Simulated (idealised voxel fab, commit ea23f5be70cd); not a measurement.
Module name: voxel transistor to metal (process module)
We display cut, a cross-section 210 nm in width whose square cells are each 5 nm.
When this document writes out a cross-section, it uses a grid of square cells and lists it as bands, beginning at the top and moving down, with a band standing for one or more rows of cells.
First you get the band's top height and its bottom height, in nm, and then the materials it's made of, left to right, with each width in nm. If you see a single material with "everywhere", that one covers the band edge to edge. "blank" is empty space.
Height is counted from the level 0, under which the received wafer is composed throughout of one material. The lowest of the bands is not closed at the bottom but continues downward, in the notation "top 0, no bottom".
A width such as "30->40" changes by the same amount from each row of cells to the next, from the band's top row to its bottom row.
Any step labelled "identical to before" changed none of the cells in the cross-section.
Listed in "Entrapped voids": every empty space of 8 or more cells without an open way to the top. Form: width x height at distance, the distance being from the left edge, all in nm.
Formally, on a step line, whatever follows the settings is a remark that the simulator itself makes on the step.
overlay nm: right-of-plan distance of the mask on a masked step; negative values mean left-of-plan.
Process steps foreseen in the plan
1. RECEIVE,material Si
2. CONFORMAL_DEP,material SiO2,thk nm 5
3. CONFORMAL_DEP,material SiN,thk nm 15
4. DIRECTIONAL_DEP,material aC,thk nm 10
5. PATTERN,tone cover,mask id ACTIVE,material resist,width nm 115,thk nm 25,overlay nm 0
6. DIRECTIONAL_ETCH,etch materials aC,depth nm 10
7. STRIP,etch materials resist
8. DIRECTIONAL_ETCH,etch materials SiN,depth nm 15
9. DIRECTIONAL_ETCH,etch materials SiO2,depth nm 5
10. DIRECTIONAL_ETCH,etch materials Si,depth nm 20
11. STRIP,etch materials aC
12. OXIDIZE,depth nm 5
13. FILL_DEP,material SiO2,thk nm 15
14. CMP,height nm 20
15. SELECTIVE_ETCH,etch materials SiO2,depth nm 15
16. STRIP,etch materials SiN
17. SELECTIVE_ETCH,etch materials SiO2,depth nm 5
18. OXIDIZE,depth nm 5
19. DIRECTIONAL_DEP,material polySi,thk nm 30
20. DIRECTIONAL_DEP,material SiCN,thk nm 10
21. PATTERN,tone cover,mask id GATE,material resist,width nm 25,thk nm 20,overlay nm 0
22. DIRECTIONAL_ETCH,etch materials SiCN,depth nm 20
23. DIRECTIONAL_ETCH,etch materials polySi,depth nm 40
24. STRIP,etch materials resist
25. CONFORMAL_DEP,material SiO2,thk nm 5
26. DIRECTIONAL_ETCH,etch materials SiO2,depth nm 5
27. CONFORMAL_DEP,material SiN,thk nm 5
28. DIRECTIONAL_ETCH,etch materials SiN,depth nm 5
29. DIRECTIONAL_ETCH,etch materials SiO2,depth nm 5
30. EPI,material SiGe,thk nm 5
31. FILL_DEP,material SiO2,thk nm 10
32. CMP,height nm 40
33. DIRECTIONAL_DEP,material SiO2,thk nm 10
34. MASKED_ETCH,tone open,mask id CONTACT,width nm 30,pitch nm 65,etch materials SiO2,depth nm 50,overlay nm 0
35. CONFORMAL_DEP,material TiN,thk nm 5
36. FILL_DEP,material W,thk nm 10
37. CMP,height nm 50
38. CONFORMAL_DEP,material SiN,thk nm 5
39. DIRECTIONAL_DEP,material SiO2,thk nm 20
40. MASKED_ETCH,tone open,mask id METAL_1,width nm 15,pitch nm 80,etch materials SiO2,depth nm 20,overlay nm 0
41. MASKED_ETCH,tone open,mask id METAL_1,width nm 15,pitch nm 80,etch materials SiN,depth nm 5,overlay nm 0
42. CONFORMAL_DEP,material TiN,thk nm 5
43. FILL_DEP,material W,thk nm 10
44. CMP,height nm 75
45. EPI,material Ru,thk nm 5
46. FILL_DEP,material SiCN,thk nm 5
First of two wafers, processed according to plan
As-received wafer cross-section (after step 1)
* top 0, no bottom | Si everywhere
* Entrapped voids: none
The wafer in cross-section once step 2 is complete
* top 5, bottom 0 | SiO2 everywhere
* Whatever lies below 0 is exactly as it was before.
The wafer in cross-section once step 3 is complete
* top 20, bottom 5 | SiN everywhere
* Whatever lies below 5 is exactly as it was before.
The wafer in cross-section once step 4 is complete
* top 30, bottom 20 | aC everywhere
* Whatever lies below 20 is exactly as it was before.
The wafer in cross-section once step 5 is complete
* top 55, bottom 30 | 45 blank; 115 resist; 50 blank
* Whatever lies below 30 is exactly as it was before.
The wafer in cross-section once step 6 is complete
* top 45, bottom 30 | 45 blank; 115 resist; 50 blank
* top 30, bottom 20 | 45 blank; 115 aC; 50 blank
* Whatever lies below 20 is exactly as it was before.
The wafer in cross-section once step 7 is complete
* top 30, bottom 20 | 45 blank; 115 aC; 50 blank
* Whatever lies below 20 is exactly as it was before.
The wafer in cross-section once step 8 is complete
* top 30, bottom 20 | 45 blank; 115 aC; 50 blank
* top 20, bottom 5 | 45 blank; 115 SiN; 50 blank
* Whatever lies below 5 is exactly as it was before.
The wafer in cross-section once step 9 is complete
* top 30, bottom 20 | 45 blank; 115 aC; 50 blank
* top 20, bottom 5 | 45 blank; 115 SiN; 50 blank
* top 5, bottom 0 | 45 blank; 115 SiO2; 50 blank
* Whatever lies below 0 is exactly as it was before.
The wafer in cross-section once step 10 is complete
* top 30, bottom 20 | 45 blank; 115 aC; 50 blank
* top 20, bottom 5 | 45 blank; 115 SiN; 50 blank
* top 5, bottom 0 | 45 blank; 115 SiO2; 50 blank
* top 0, bottom -20 | 45 blank; 115 Si; 50 blank
* Whatever lies below -20 is exactly as it was before.
The wafer in cross-section once step 11 is complete
* top 20, bottom 5 | 45 blank; 115 SiN; 50 blank
* Whatever lies below 5 is exactly as it was before.
The wafer in cross-section once step 12 is complete
* top 20, bottom 5 | 45 blank; 115 SiN; 50 blank
* top 5, bottom 0 | 45 blank; 115 SiO2; 50 blank
* top 0, bottom -20 | 45 blank; 5 SiO2; 105 Si; 5 SiO2; 50 blank
* top -20, bottom -25 | 50 SiO2; 105 Si; 55 SiO2
* Whatever lies below -25 is exactly as it was before.
The wafer in cross-section once step 13 is complete
* top 35, bottom 20 | SiO2 everywhere
* top 20, bottom 5 | 45 SiO2; 115 SiN; 50 SiO2
* top 5, bottom 0 | SiO2 everywhere
* top 0, bottom -25 | 50 SiO2; 105 Si; 55 SiO2
* Whatever lies below -25 is exactly as it was before.
The wafer in cross-section once step 14 is complete
* top 20, bottom 5 | 45 SiO2; 115 SiN; 50 SiO2
* Whatever lies below 5 is exactly as it was before.
The wafer in cross-section once step 15 is complete
* top 20, bottom 5 | 45 blank; 115 SiN; 50 blank
* Whatever lies below 5 is exactly as it was before.
The wafer in cross-section once step 16 is complete
* top 5, bottom 0 | SiO2 everywhere
* Whatever lies below 0 is exactly as it was before.
The wafer in cross-section once step 17 is complete
* top 0, bottom -25 | 50 SiO2; 105 Si; 55 SiO2
* Whatever lies below -25 is exactly as it was before.
The wafer in cross-section once step 18 is complete
* top 0, bottom -5 | SiO2 everywhere
* Whatever lies below -5 is exactly as it was before.
The wafer in cross-section once step 19 is complete
* top 30, bottom 0 | polySi everywhere
* Whatever lies below 0 is exactly as it was before.
The wafer in cross-section once step 20 is complete
* top 40, bottom 30 | SiCN everywhere
* Whatever lies below 30 is exactly as it was before.
The wafer in cross-section once step 21 is complete
* top 60, bottom 40 | 90 blank; 25 resist; 95 blank
* Whatever lies below 40 is exactly as it was before.
The wafer in cross-section once step 22 is complete
* top 60, bottom 40 | 90 blank; 25 resist; 95 blank
* top 40, bottom 30 | 90 blank; 25 SiCN; 95 blank
* Whatever lies below 30 is exactly as it was before.
The wafer in cross-section once step 23 is complete
* top 60, bottom 40 | 90 blank; 25 resist; 95 blank
* top 40, bottom 30 | 90 blank; 25 SiCN; 95 blank
* top 30, bottom 0 | 90 blank; 25 polySi; 95 blank
* Whatever lies below 0 is exactly as it was before.
The wafer in cross-section once step 24 is complete
* top 40, bottom 30 | 90 blank; 25 SiCN; 95 blank
* Whatever lies below 30 is exactly as it was before.
The wafer in cross-section once step 25 is complete
* top 45, bottom 40 | 85 blank; 35 SiO2; 90 blank
* top 40, bottom 30 | 85 blank; 5 SiO2; 25 SiCN; 5 SiO2; 90 blank
* top 30, bottom 5 | 85 blank; 5 SiO2; 25 polySi; 5 SiO2; 90 blank
* top 5, bottom 0 | 90 SiO2; 25 polySi; 95 SiO2
* Whatever lies below 0 is exactly as it was before.
The wafer in cross-section once step 26 is complete
* top 40, bottom 30 | 85 blank; 5 SiO2; 25 SiCN; 5 SiO2; 90 blank
* top 30, bottom 0 | 85 blank; 5 SiO2; 25 polySi; 5 SiO2; 90 blank
* Whatever lies below 0 is exactly as it was before.
The wafer in cross-section once step 27 is complete
* top 45, bottom 40 | 80 blank; 45 SiN; 85 blank
* top 40, bottom 30 | 80 blank; 5 SiN; 5 SiO2; 25 SiCN; 5 SiO2; 5 SiN; 85 blank
* top 30, bottom 5 | 80 blank; 5 SiN; 5 SiO2; 25 polySi; 5 SiO2; 5 SiN; 85 blank
* top 5, bottom 0 | 85 SiN; 5 SiO2; 25 polySi; 5 SiO2; 90 SiN
* Whatever lies below 0 is exactly as it was before.
The wafer in cross-section once step 28 is complete
* top 40, bottom 30 | 80 blank; 5 SiN; 5 SiO2; 25 SiCN; 5 SiO2; 5 SiN; 85 blank
* top 30, bottom 0 | 80 blank; 5 SiN; 5 SiO2; 25 polySi; 5 SiO2; 5 SiN; 85 blank
* Whatever lies below 0 is exactly as it was before.
The wafer in cross-section once step 29 is complete
* top 40, bottom 35 | 80 blank; 5 SiN; 5 blank; 25 SiCN; 5 blank; 5 SiN; 85 blank
* top 35, bottom 30 | 80 blank; 5 SiN; 5 SiO2; 25 SiCN; 5 SiO2; 5 SiN; 85 blank
* top 30, bottom 0 | 80 blank; 5 SiN; 5 SiO2; 25 polySi; 5 SiO2; 5 SiN; 85 blank
* top 0, bottom -5 | 80 blank; 45 SiO2; 85 blank
* Whatever lies below -5 is exactly as it was before.
The wafer in cross-section once step 30 is complete
* top 40, bottom 35 | 80 blank; 5 SiN; 5 blank; 25 SiCN; 5 blank; 5 SiN; 85 blank
* top 35, bottom 30 | 80 blank; 5 SiN; 5 SiO2; 25 SiCN; 5 SiO2; 5 SiN; 85 blank
* top 30, bottom 0 | 80 blank; 5 SiN; 5 SiO2; 25 polySi; 5 SiO2; 5 SiN; 85 blank
* top 0, bottom -5 | 45 blank; 35 SiGe; 45 SiO2; 35 SiGe; 50 blank
* Whatever lies below -5 is exactly as it was before.
The wafer in cross-section once step 31 is complete
* top 50, bottom 40 | SiO2 everywhere
* top 40, bottom 30 | 80 SiO2; 5 SiN; 5 SiO2; 25 SiCN; 5 SiO2; 5 SiN; 85 SiO2
* top 30, bottom 0 | 80 SiO2; 5 SiN; 5 SiO2; 25 polySi; 5 SiO2; 5 SiN; 85 SiO2
* top 0, bottom -5 | 45 SiO2; 35 SiGe; 45 SiO2; 35 SiGe; 50 SiO2
* Whatever lies below -5 is exactly as it was before.
The wafer in cross-section once step 32 is complete
* top 40, bottom 30 | 80 SiO2; 5 SiN; 5 SiO2; 25 SiCN; 5 SiO2; 5 SiN; 85 SiO2
* Whatever lies below 30 is exactly as it was before.
The wafer in cross-section once step 33 is complete
* top 50, bottom 40 | SiO2 everywhere
* Whatever lies below 40 is exactly as it was before.
The wafer in cross-section once step 34 is complete
* top 50, bottom 40 | 55 SiO2; 30 blank; 35 SiO2; 30 blank; 60 SiO2
* top 40, bottom 30 | 55 SiO2; 25 blank; 5 SiN; 5 SiO2; 25 SiCN; 5 SiO2; 5 SiN; 25 blank; 60 SiO2
* top 30, bottom 0 | 55 SiO2; 25 blank; 5 SiN; 5 SiO2; 25 polySi; 5 SiO2; 5 SiN; 25 blank; 60 SiO2
* Whatever lies below 0 is exactly as it was before.
The wafer in cross-section once step 35 is complete
* top 55, bottom 50 | 60 TiN; 20 blank; 45 TiN; 20 blank; 65 TiN
* top 50, bottom 40 | 55 SiO2; 5 TiN; 20->15 blank; 5->10 TiN; 35 SiO2; 5->10 TiN; 20->15 blank; 5 TiN; 60 SiO2
* top 40, bottom 30 | 55 SiO2; 5 TiN; 15 blank; 5 TiN; 5 SiN; 5 SiO2; 25 SiCN; 5 SiO2; 5 SiN; 5 TiN; 15 blank; 5 TiN; 60 SiO2
* top 30, bottom 5 | 55 SiO2; 5 TiN; 15 blank; 5 TiN; 5 SiN; 5 SiO2; 25 polySi; 5 SiO2; 5 SiN; 5 TiN; 15 blank; 5 TiN; 60 SiO2
* top 5, bottom 0 | 55 SiO2; 25 TiN; 5 SiN; 5 SiO2; 25 polySi; 5 SiO2; 5 SiN; 25 TiN; 60 SiO2
* Whatever lies below 0 is exactly as it was before.
The wafer in cross-section once step 36 is complete
* top 65, bottom 55 | W everywhere
* top 55, bottom 50 | 60 TiN; 20 W; 45 TiN; 20 W; 65 TiN
* top 50, bottom 40 | 55 SiO2; 5 TiN; 20->15 W; 5->10 TiN; 35 SiO2; 5->10 TiN; 20->15 W; 5 TiN; 60 SiO2
* top 40, bottom 30 | 55 SiO2; 5 TiN; 15 W; 5 TiN; 5 SiN; 5 SiO2; 25 SiCN; 5 SiO2; 5 SiN; 5 TiN; 15 W; 5 TiN; 60 SiO2
* top 30, bottom 5 | 55 SiO2; 5 TiN; 15 W; 5 TiN; 5 SiN; 5 SiO2; 25 polySi; 5 SiO2; 5 SiN; 5 TiN; 15 W; 5 TiN; 60 SiO2
* Whatever lies below 5 is exactly as it was before.
The wafer in cross-section once step 37 is complete
* top 50, bottom 40 | 55 SiO2; 5 TiN; 20->15 W; 5->10 TiN; 35 SiO2; 5->10 TiN; 20->15 W; 5 TiN; 60 SiO2
* Whatever lies below 40 is exactly as it was before.
The wafer in cross-section once step 38 is complete
* top 55, bottom 50 | SiN everywhere
* Whatever lies below 50 is exactly as it was before.
The wafer in cross-section once step 39 is complete
* top 75, bottom 55 | SiO2 everywhere
* Whatever lies below 55 is exactly as it was before.
The wafer in cross-section once step 40 is complete
* top 75, bottom 55 | 55 SiO2; 15 blank; 65 SiO2; 15 blank; 60 SiO2
* Whatever lies below 55 is exactly as it was before.
The wafer in cross-section once step 41 is complete
* top 75, bottom 55 | 55 SiO2; 15 blank; 65 SiO2; 15 blank; 60 SiO2
* top 55, bottom 50 | 55 SiN; 15 blank; 65 SiN; 15 blank; 60 SiN
* Whatever lies below 50 is exactly as it was before.
The wafer in cross-section once step 42 is complete
* top 80, bottom 75 | 60 TiN; 5 blank; 75 TiN; 5 blank; 65 TiN
* top 75, bottom 55 | 55 SiO2; 5 TiN; 5 blank; 5 TiN; 65 SiO2; 5 TiN; 5 blank; 5 TiN; 60 SiO2
* top 55, bottom 50 | 55 SiN; 15 TiN; 65 SiN; 15 TiN; 60 SiN
* Whatever lies below 50 is exactly as it was before.
The wafer in cross-section once step 43 is complete
* top 90, bottom 80 | W everywhere
* top 80, bottom 75 | 60 TiN; 5 W; 75 TiN; 5 W; 65 TiN
* top 75, bottom 55 | 55 SiO2; 5 TiN; 5 W; 5 TiN; 65 SiO2; 5 TiN; 5 W; 5 TiN; 60 SiO2
* Whatever lies below 55 is exactly as it was before.
The wafer in cross-section once step 44 is complete
* top 75, bottom 55 | 55 SiO2; 5 TiN; 5 W; 5 TiN; 65 SiO2; 5 TiN; 5 W; 5 TiN; 60 SiO2
* Whatever lies below 55 is exactly as it was before.
The wafer in cross-section once step 45 is complete
* top 80, bottom 75 | 50 blank; 25 Ru; 55 blank; 25 Ru; 55 blank
* Whatever lies below 75 is exactly as it was before.
The wafer in cross-section once step 46 is complete
* top 85, bottom 80 | SiCN everywhere
* top 80, bottom 75 | 50 SiCN; 25 Ru; 55 SiCN; 25 Ru; 55 SiCN
* Whatever lies below 75 is exactly as it was before.
Regarding the second of the two wafers: it shared the first wafer's starting condition and process plan, yet one error occurred during its execution. Its history coincides with that of the first wafer up to and including step 14
Cross-sectional representation of the second wafer at the time designated in the plan for the completion of step 15
* top 20, bottom 5 | 45 blank; 115 SiN; 50 blank
* top 5, bottom 0 | 60 blank; 85 SiO2; 65 blank
* top 0, bottom -10 | 50 blank; 105 Si; 55 blank
* Whatever lies below -10 is exactly as it was before.
Cross-sectional representation of the second wafer at the time designated in the plan for the completion of step 16
* top 5, bottom 0 | 60 blank; 85 SiO2; 65 blank
* Whatever lies below 0 is exactly as it was before.
Cross-sectional representation of the second wafer at the time designated in the plan for the completion of step 17
* top 0, bottom -15 | 50 blank; 105 Si; 55 blank
* Whatever lies below -15 is exactly as it was before.
Cross-sectional representation of the second wafer at the time designated in the plan for the completion of step 18
* top 0, bottom -5 | 50 blank; 105 SiO2; 55 blank
* top -5, bottom -15 | 50 blank; 5 SiO2; 95 Si; 5 SiO2; 55 blank
* top -15, bottom -25 | 55->50 SiO2; 95->105 Si; 60->55 SiO2
* Whatever lies below -25 is exactly as it was before.
Cross-sectional representation of the second wafer at the time designated in the plan for the completion of step 19
* top 30, bottom 15 | 50 blank; 105 polySi; 55 blank
* top 15, bottom 0 | polySi everywhere
* top 0, bottom -5 | 50 polySi; 105 SiO2; 55 polySi
* top -5, bottom -15 | 50 polySi; 5 SiO2; 95 Si; 5 SiO2; 55 polySi
* Whatever lies below -15 is exactly as it was before.
Cross-sectional representation of the second wafer at the time designated in the plan for the completion of step 20
* top 40, bottom 30 | 50 blank; 105 SiCN; 55 blank
* top 30, bottom 25 | 50 blank; 105 polySi; 55 blank
* top 25, bottom 15 | 50 SiCN; 105 polySi; 55 SiCN
* Whatever lies below 15 is exactly as it was before.
Cross-sectional representation of the second wafer at the time designated in the plan for the completion of step 21
* top 60, bottom 40 | 90 blank; 25 resist; 95 blank
* Whatever lies below 40 is exactly as it was before.
Cross-sectional representation of the second wafer at the time designated in the plan for the completion of step 22
* top 60, bottom 40 | 90 blank; 25 resist; 95 blank
* top 40, bottom 30 | 90 blank; 25 SiCN; 95 blank
* top 30, bottom 15 | 50 blank; 105 polySi; 55 blank
* Whatever lies below 15 is exactly as it was before.
Cross-sectional representation of the second wafer at the time designated in the plan for the completion of step 23
* top 60, bottom 40 | 90 blank; 25 resist; 95 blank
* top 40, bottom 30 | 90 blank; 25 SiCN; 95 blank
* top 30, bottom 0 | 90 blank; 25 polySi; 95 blank
* top 0, bottom -5 | 50 blank; 105 SiO2; 55 blank
* top -5, bottom -15 | 50 blank; 5 SiO2; 95 Si; 5 SiO2; 55 blank
* Whatever lies below -15 is exactly as it was before.
Cross-sectional representation of the second wafer at the time designated in the plan for the completion of step 24
* top 40, bottom 30 | 90 blank; 25 SiCN; 95 blank
* Whatever lies below 30 is exactly as it was before.
Cross-sectional representation of the second wafer at the time designated in the plan for the completion of step 25
* top 45, bottom 40 | 85 blank; 35 SiO2; 90 blank
* top 40, bottom 30 | 85 blank; 5 SiO2; 25 SiCN; 5 SiO2; 90 blank
* top 30, bottom 5 | 85 blank; 5 SiO2; 25 polySi; 5 SiO2; 90 blank
* top 5, bottom 0 | 45 blank; 45 SiO2; 25 polySi; 45 SiO2; 50 blank
* top 0, bottom -5 | 45 blank; 115 SiO2; 50 blank
* top -5, bottom -10 | 45 blank; 10 SiO2; 95 Si; 10 SiO2; 50 blank
* top -10, bottom -20 | 55 SiO2; 95 Si; 60 SiO2
* Whatever lies below -20 is exactly as it was before.
Cross-sectional representation of the second wafer at the time designated in the plan for the completion of step 26
* top 40, bottom 30 | 85 blank; 5 SiO2; 25 SiCN; 5 SiO2; 90 blank
* top 30, bottom 0 | 85 blank; 5 SiO2; 25 polySi; 5 SiO2; 90 blank
* top 0, bottom -5 | 45 blank; 115 SiO2; 50 blank
* top -5, bottom -15 | 45 blank; 10 SiO2; 95 Si; 10 SiO2; 50 blank
* Whatever lies below -15 is exactly as it was before.
Cross-sectional representation of the second wafer at the time designated in the plan for the completion of step 27
* top 45, bottom 40 | 80 blank; 45 SiN; 85 blank
* top 40, bottom 30 | 80 blank; 5 SiN; 5 SiO2; 25 SiCN; 5 SiO2; 5 SiN; 85 blank
* top 30, bottom 5 | 80 blank; 5 SiN; 5 SiO2; 25 polySi; 5 SiO2; 5 SiN; 85 blank
* top 5, bottom 0 | 40 blank; 45 SiN; 5 SiO2; 25 polySi; 5 SiO2; 45 SiN; 45 blank
* top 0, bottom -5 | 40 blank; 5 SiN; 115 SiO2; 5 SiN; 45 blank
* top -5, bottom -10 | 40 blank; 5 SiN; 10 SiO2; 95 Si; 10 SiO2; 5 SiN; 45 blank
* top -10, bottom -15 | 45 SiN; 10 SiO2; 95 Si; 10 SiO2; 50 SiN
* Whatever lies below -15 is exactly as it was before.
Cross-sectional representation of the second wafer at the time designated in the plan for the completion of step 28
* top 40, bottom 30 | 80 blank; 5 SiN; 5 SiO2; 25 SiCN; 5 SiO2; 5 SiN; 85 blank
* top 30, bottom 0 | 80 blank; 5 SiN; 5 SiO2; 25 polySi; 5 SiO2; 5 SiN; 85 blank
* top 0, bottom -5 | 40 blank; 5 SiN; 115 SiO2; 5 SiN; 45 blank
* top -5, bottom -15 | 40 blank; 5 SiN; 10 SiO2; 95 Si; 10 SiO2; 5 SiN; 45 blank
* Whatever lies below -15 is exactly as it was before.
Cross-sectional representation of the second wafer at the time designated in the plan for the completion of step 29
* top 40, bottom 35 | 80 blank; 5 SiN; 5 blank; 25 SiCN; 5 blank; 5 SiN; 85 blank
* top 35, bottom 30 | 80 blank; 5 SiN; 5 SiO2; 25 SiCN; 5 SiO2; 5 SiN; 85 blank
* top 30, bottom 0 | 80 blank; 5 SiN; 5 SiO2; 25 polySi; 5 SiO2; 5 SiN; 85 blank
* top 0, bottom -5 | 40 blank; 5 SiN; 35 blank; 45 SiO2; 35 blank; 5 SiN; 45 blank
* top -5, bottom -15 | 40 blank; 5 SiN; 10 SiO2; 95 Si; 10 SiO2; 5 SiN; 45 blank
* top -15, bottom -20 | 40 blank; 15 SiO2; 95 Si; 15 SiO2; 45 blank
* Whatever lies below -20 is exactly as it was before.
Cross-sectional representation of the second wafer at the time designated in the plan for the completion of step 30
* top 40, bottom 35 | 80 blank; 5 SiN; 5 blank; 25 SiCN; 5 blank; 5 SiN; 85 blank
* top 35, bottom 30 | 80 blank; 5 SiN; 5 SiO2; 25 SiCN; 5 SiO2; 5 SiN; 85 blank
* top 30, bottom 0 | 80 blank; 5 SiN; 5 SiO2; 25 polySi; 5 SiO2; 5 SiN; 85 blank
* top 0, bottom -5 | 40 blank; 5 SiN; 5 blank; 30 SiGe; 45 SiO2; 30 SiGe; 5 blank; 5 SiN; 45 blank
* Whatever lies below -5 is exactly as it was before.
Cross-sectional representation of the second wafer at the time designated in the plan for the completion of step 31
* top 50, bottom 40 | SiO2 everywhere
* top 40, bottom 30 | 80 SiO2; 5 SiN; 5 SiO2; 25 SiCN; 5 SiO2; 5 SiN; 85 SiO2
* top 30, bottom 0 | 80 SiO2; 5 SiN; 5 SiO2; 25 polySi; 5 SiO2; 5 SiN; 85 SiO2
* top 0, bottom -5 | 40 SiO2; 5 SiN; 5 SiO2; 30 SiGe; 45 SiO2; 30 SiGe; 5 SiO2; 5 SiN; 45 SiO2
* top -5, bottom -15 | 40 SiO2; 5 SiN; 10 SiO2; 95 Si; 10 SiO2; 5 SiN; 45 SiO2
* top -15, bottom -25 | 55->50 SiO2; 95->105 Si; 60->55 SiO2
* Whatever lies below -25 is exactly as it was before.
Cross-sectional representation of the second wafer at the time designated in the plan for the completion of step 32
* top 40, bottom 30 | 80 SiO2; 5 SiN; 5 SiO2; 25 SiCN; 5 SiO2; 5 SiN; 85 SiO2
* Whatever lies below 30 is exactly as it was before.
Cross-sectional representation of the second wafer at the time designated in the plan for the completion of step 33
* top 50, bottom 40 | SiO2 everywhere
* Whatever lies below 40 is exactly as it was before.
Cross-sectional representation of the second wafer at the time designated in the plan for the completion of step 34
* top 50, bottom 40 | 55 SiO2; 30 blank; 35 SiO2; 30 blank; 60 SiO2
* top 40, bottom 30 | 55 SiO2; 25 blank; 5 SiN; 5 SiO2; 25 SiCN; 5 SiO2; 5 SiN; 25 blank; 60 SiO2
* top 30, bottom 0 | 55 SiO2; 25 blank; 5 SiN; 5 SiO2; 25 polySi; 5 SiO2; 5 SiN; 25 blank; 60 SiO2
* Whatever lies below 0 is exactly as it was before.
Cross-sectional representation of the second wafer at the time designated in the plan for the completion of step 35
* top 55, bottom 50 | 60 TiN; 20 blank; 45 TiN; 20 blank; 65 TiN
* top 50, bottom 40 | 55 SiO2; 5 TiN; 20->15 blank; 5->10 TiN; 35 SiO2; 5->10 TiN; 20->15 blank; 5 TiN; 60 SiO2
* top 40, bottom 30 | 55 SiO2; 5 TiN; 15 blank; 5 TiN; 5 SiN; 5 SiO2; 25 SiCN; 5 SiO2; 5 SiN; 5 TiN; 15 blank; 5 TiN; 60 SiO2
* top 30, bottom 5 | 55 SiO2; 5 TiN; 15 blank; 5 TiN; 5 SiN; 5 SiO2; 25 polySi; 5 SiO2; 5 SiN; 5 TiN; 15 blank; 5 TiN; 60 SiO2
* top 5, bottom 0 | 55 SiO2; 25 TiN; 5 SiN; 5 SiO2; 25 polySi; 5 SiO2; 5 SiN; 25 TiN; 60 SiO2
* Whatever lies below 0 is exactly as it was before.
Cross-sectional representation of the second wafer at the time designated in the plan for the completion of step 36
* top 65, bottom 55 | W everywhere
* top 55, bottom 50 | 60 TiN; 20 W; 45 TiN; 20 W; 65 TiN
* top 50, bottom 40 | 55 SiO2; 5 TiN; 20->15 W; 5->10 TiN; 35 SiO2; 5->10 TiN; 20->15 W; 5 TiN; 60 SiO2
* top 40, bottom 30 | 55 SiO2; 5 TiN; 15 W; 5 TiN; 5 SiN; 5 SiO2; 25 SiCN; 5 SiO2; 5 SiN; 5 TiN; 15 W; 5 TiN; 60 SiO2
* top 30, bottom 5 | 55 SiO2; 5 TiN; 15 W; 5 TiN; 5 SiN; 5 SiO2; 25 polySi; 5 SiO2; 5 SiN; 5 TiN; 15 W; 5 TiN; 60 SiO2
* Whatever lies below 5 is exactly as it was before.
Cross-sectional representation of the second wafer at the time designated in the plan for the completion of step 37
* top 50, bottom 40 | 55 SiO2; 5 TiN; 20->15 W; 5->10 TiN; 35 SiO2; 5->10 TiN; 20->15 W; 5 TiN; 60 SiO2
* Whatever lies below 40 is exactly as it was before.
Cross-sectional representation of the second wafer at the time designated in the plan for the completion of step 38
* top 55, bottom 50 | SiN everywhere
* Whatever lies below 50 is exactly as it was before.
Cross-sectional representation of the second wafer at the time designated in the plan for the completion of step 39
* top 75, bottom 55 | SiO2 everywhere
* Whatever lies below 55 is exactly as it was before.
Cross-sectional representation of the second wafer at the time designated in the plan for the completion of step 40
* top 75, bottom 55 | 55 SiO2; 15 blank; 65 SiO2; 15 blank; 60 SiO2
* Whatever lies below 55 is exactly as it was before.
Cross-sectional representation of the second wafer at the time designated in the plan for the completion of step 41
* top 75, bottom 55 | 55 SiO2; 15 blank; 65 SiO2; 15 blank; 60 SiO2
* top 55, bottom 50 | 55 SiN; 15 blank; 65 SiN; 15 blank; 60 SiN
* Whatever lies below 50 is exactly as it was before.
Cross-sectional representation of the second wafer at the time designated in the plan for the completion of step 42
* top 80, bottom 75 | 60 TiN; 5 blank; 75 TiN; 5 blank; 65 TiN
* top 75, bottom 55 | 55 SiO2; 5 TiN; 5 blank; 5 TiN; 65 SiO2; 5 TiN; 5 blank; 5 TiN; 60 SiO2
* top 55, bottom 50 | 55 SiN; 15 TiN; 65 SiN; 15 TiN; 60 SiN
* Whatever lies below 50 is exactly as it was before.
Cross-sectional representation of the second wafer at the time designated in the plan for the completion of step 43
* top 90, bottom 80 | W everywhere
* top 80, bottom 75 | 60 TiN; 5 W; 75 TiN; 5 W; 65 TiN
* top 75, bottom 55 | 55 SiO2; 5 TiN; 5 W; 5 TiN; 65 SiO2; 5 TiN; 5 W; 5 TiN; 60 SiO2
* Whatever lies below 55 is exactly as it was before.
Cross-sectional representation of the second wafer at the time designated in the plan for the completion of step 44
* top 75, bottom 55 | 55 SiO2; 5 TiN; 5 W; 5 TiN; 65 SiO2; 5 TiN; 5 W; 5 TiN; 60 SiO2
* Whatever lies below 55 is exactly as it was before.
Cross-sectional representation of the second wafer at the time designated in the plan for the completion of step 45
* top 80, bottom 75 | 50 blank; 25 Ru; 55 blank; 25 Ru; 55 blank
* Whatever lies below 75 is exactly as it was before.
Cross-sectional representation of the second wafer at the time designated in the plan for the completion of step 46
* top 85, bottom 80 | SiCN everywhere
* top 80, bottom 75 | 50 SiCN; 25 Ru; 55 SiCN; 25 Ru; 55 SiCN
* Whatever lies below 75 is exactly as it was before.
What was the processing mistake? twice, step 15 of the plan was run
Final comparison by cell count, materials where the second wafer has more or fewer than the first: -6 Si | -2 SiGe | +6 SiN | +2 SiO2
